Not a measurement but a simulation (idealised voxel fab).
process module | voxel ribs on slabs
This is section cut - it's 180 nm across, gridded in 5 nm square cells.
We lay out every cross-section as a grid of square cells and spell it out in bands from the top down, where one band means one or more rows of cells. Quick guide to a band line: top height, bottom height (nm) up front; then every material left to right with its width in nm. Only one material and it's marked "edge to edge"? Then it fills the band edge to edge. And "empty" just means empty space. Below 0: as-received wafer, all one material; heights counted from there. Lowest band: no bottom, goes on down, written "z 0 and below". Quick explanation for "30..40": the width changes in equal steps down the rows of cells, from the first number in the band's top row to the second number in its bottom row. For the purposes of this document, the phrase "all unchanged" attached to a step denotes that no cell within the cross-section was modified by that step. So "Enclosed cavities" is basically the list of trapped voids: any empty space of 8 cells or more that can't reach the top through an opening. They're written width x height at distance, the distance being from the left edge, and it's all nm. Note: text after step settings on the step line = simulator remark on that step. A step's line can hold "overlay nm"; with a mask on that step, the setting says how far right of the planned place the mask lay, while a negative setting says it lay to the left.

These are the steps we planned for the process
step 1: op RECEIVE | material Si
step 2: op DIRECTIONAL_DEP | material SiO2 | thk nm 30
step 3: op DIRECTIONAL_DEP | material SiN | thk nm 25
step 4: op DIRECTIONAL_DEP | material aC | thk nm 15
step 5: op PATTERN | tone cover | mask id RIB | material resist | width nm 25 | thk nm 35 | overlay nm 0
step 6: op DIRECTIONAL_ETCH | etch materials aC | depth nm 15
step 7: op STRIP | etch materials resist
step 8: op DIRECTIONAL_ETCH | etch materials SiN | depth nm 5
step 9: op STRIP | etch materials aC
step 10: op PATTERN | tone cover | mask id SLAB | material resist | width nm 65 | thk nm 15 | overlay nm 0
step 11: op DIRECTIONAL_ETCH | etch materials SiN | depth nm 20
step 12: op STRIP | etch materials resist
step 13: op FILL_DEP | material SiO2 | thk nm 25
step 14: op CMP | height nm 75
step 15: op DIRECTIONAL_DEP | material TiN | thk nm 10
step 16: op MASKED_ETCH | tone cover | mask id HEATER | width nm 35 | etch materials TiN | depth nm 10 | overlay nm 0
step 17: op CONFORMAL_DEP | material SiN | thk nm 10

First out of two wafers; run went to plan

Incoming wafer in cross-section (state: after step 1)
- z 0 and below = Si edge to edge
- Enclosed cavities: none

Wafer xsec, post step 2
- z 30 to 0 = SiO2 edge to edge
- Note: structure below 0 unchanged.

Wafer xsec, post step 3
- z 55 to 30 = SiN edge to edge
- Note: structure below 30 unchanged.

Wafer xsec, post step 4
- z 70 to 55 = aC edge to edge
- Note: structure below 55 unchanged.

Wafer xsec, post step 5
- z 105 to 70 = 75 of empty / 25 of resist / 80 of empty
- Note: structure below 70 unchanged.

Wafer xsec, post step 6
- z 90 to 70 = 75 of empty / 25 of resist / 80 of empty
- z 70 to 55 = 75 of empty / 25 of aC / 80 of empty
- Note: structure below 55 unchanged.

Wafer xsec, post step 7
- z 70 to 55 = 75 of empty / 25 of aC / 80 of empty
- Note: structure below 55 unchanged.

Wafer xsec, post step 8
- z 70 to 55 = 75 of empty / 25 of aC / 80 of empty
- z 55 to 50 = 75 of empty / 25 of SiN / 80 of empty
- Note: structure below 50 unchanged.

Wafer xsec, post step 9
- z 55 to 50 = 75 of empty / 25 of SiN / 80 of empty
- Note: structure below 50 unchanged.

Wafer xsec, post step 10
- z 70 to 55 = 55 of empty / 65 of resist / 60 of empty
- z 55 to 50 = 55 of empty / 20 of resist / 25 of SiN / 20 of resist / 60 of empty
- Note: structure below 50 unchanged.

Wafer xsec, post step 11
- z 70 to 55 = 55 of empty / 65 of resist / 60 of empty
- z 55 to 50 = 55 of empty / 20 of resist / 25 of SiN / 20 of resist / 60 of empty
- z 50 to 30 = 55 of empty / 65 of SiN / 60 of empty
- Note: structure below 30 unchanged.

Wafer xsec, post step 12
- z 55 to 50 = 75 of empty / 25 of SiN / 80 of empty
- Note: structure below 50 unchanged.

Wafer xsec, post step 13
- z 80 to 55 = SiO2 edge to edge
- z 55 to 50 = 75 of SiO2 / 25 of SiN / 80 of SiO2
- z 50 to 30 = 55 of SiO2 / 65 of SiN / 60 of SiO2
- Note: structure below 30 unchanged.

Wafer xsec, post step 14
- z 75 to 55 = SiO2 edge to edge
- Note: structure below 55 unchanged.

Wafer xsec, post step 15
- z 85 to 75 = TiN edge to edge
- Note: structure below 75 unchanged.

Wafer xsec, post step 16
- z 85 to 75 = 70 of empty / 35 of TiN / 75 of empty
- Note: structure below 75 unchanged.

Wafer xsec, post step 17
- z 95 to 85 = 60 of empty / 55 of SiN / 65 of empty
- z 85 to 75 = 70 of SiN / 35 of TiN / 75 of SiN
- Note: structure below 75 unchanged.

Second wafer. Start and plan as for the first. One mistake made in running. Agrees with the first up to and including step 16

What the second wafer looks like in cross-section when step 17 should have wrapped up
- z 100 to 90 = 55 of empty / 65 of SiN / 60 of empty
- z 90 to 85 = SiN edge to edge
- z 85 to 75 = 70 of SiN / 35 of TiN / 75 of SiN
- Note: structure below 75 unchanged.
Processing error: step 17, actual vs plan mismatch, actual run op CONFORMAL_DEP | material SiN | thk nm 15
Once processing is complete, comparing cell counts shows that the second wafer has more or fewer of certain materials than the first: SiN: 40 more
